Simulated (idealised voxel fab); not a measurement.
process module | voxel air gaps
cross-section cut | 250 nm wide | cells 5 nm
A cross-section is a grid of square cells, given in bands from the top down. A band is one or more rows of cells.
Each band's line starts with the height of the band's top and of its bottom, in nm. Then come its materials from left to right, each with its width in nm. One material with "throughout" fills the band from edge to edge. "air" is empty space.
Height 0 is the level under which the wafer as received is all one material. The lowest band goes on downwards, as in "0 down".
A width such as "30 to 40" changes by the same amount from each row of cells to the next, from the band's top row to its bottom row.
"no change" after a step means that no cell of the cross-section changed.
closed voids: empty space of 8 cells or more with no open way to the top, each as width x height at its distance from the left edge, in nm
after a step's settings: what the simulator itself notes on the step
overlay nm, on a step with a mask: how far to the right of its planned place the mask lay; to the left if negative
plan
1 op RECEIVE | material Si
2 op CONFORMAL_DEP | material SiO2 | thk nm 15
3 op CONFORMAL_DEP | material SiCN | thk nm 5
4 op DIRECTIONAL_DEP | material SiO2 | thk nm 30
5 op MASKED_ETCH | tone open | mask id LINES | width nm 15 | pitch nm 50 | etch materials SiO2 | depth nm 30 | overlay nm 0
6 op CONFORMAL_DEP | material TiN | thk nm 5
7 op FILL_DEP | material W | thk nm 10
8 op CMP | height nm 50
9 op EPI | material Ru | thk nm 10
10 op SELECTIVE_ETCH | etch materials SiO2 | depth nm 40
11 op CONFORMAL_DEP | material SiCN | thk nm 5
varied across the wafers: width nm of step 5. The plan shows the first wafer's value. All wafers start alike
first wafer as received, after step 1
  0 down: Si throughout
  closed voids: none
each wafer at the end: cells of each material gained (+) or lost (-) since it was received, then its closed voids
width nm 15 | +56 Ru | +196 SiCN | +150 SiO2 | +52 TiN | +20 W | closed voids: none
width nm 20 | +64 Ru | +196 SiCN | +150 SiO2 | +56 TiN | +40 W | closed voids: 20 x 20 at 65; 20 x 20 at 115; 20 x 20 at 165
width nm 25 | +72 Ru | +184 SiCN | +150 SiO2 | +60 TiN | +60 W | closed voids: 15 x 20 at 70; 15 x 20 at 120; 15 x 20 at 170
width nm 30 | +80 Ru | +124 SiCN | +222 SiO2 | +64 TiN | +80 W | closed voids: none
width nm 35 | +82 Ru | +124 SiCN | +204 SiO2 | +68 TiN | +100 W | closed voids: none
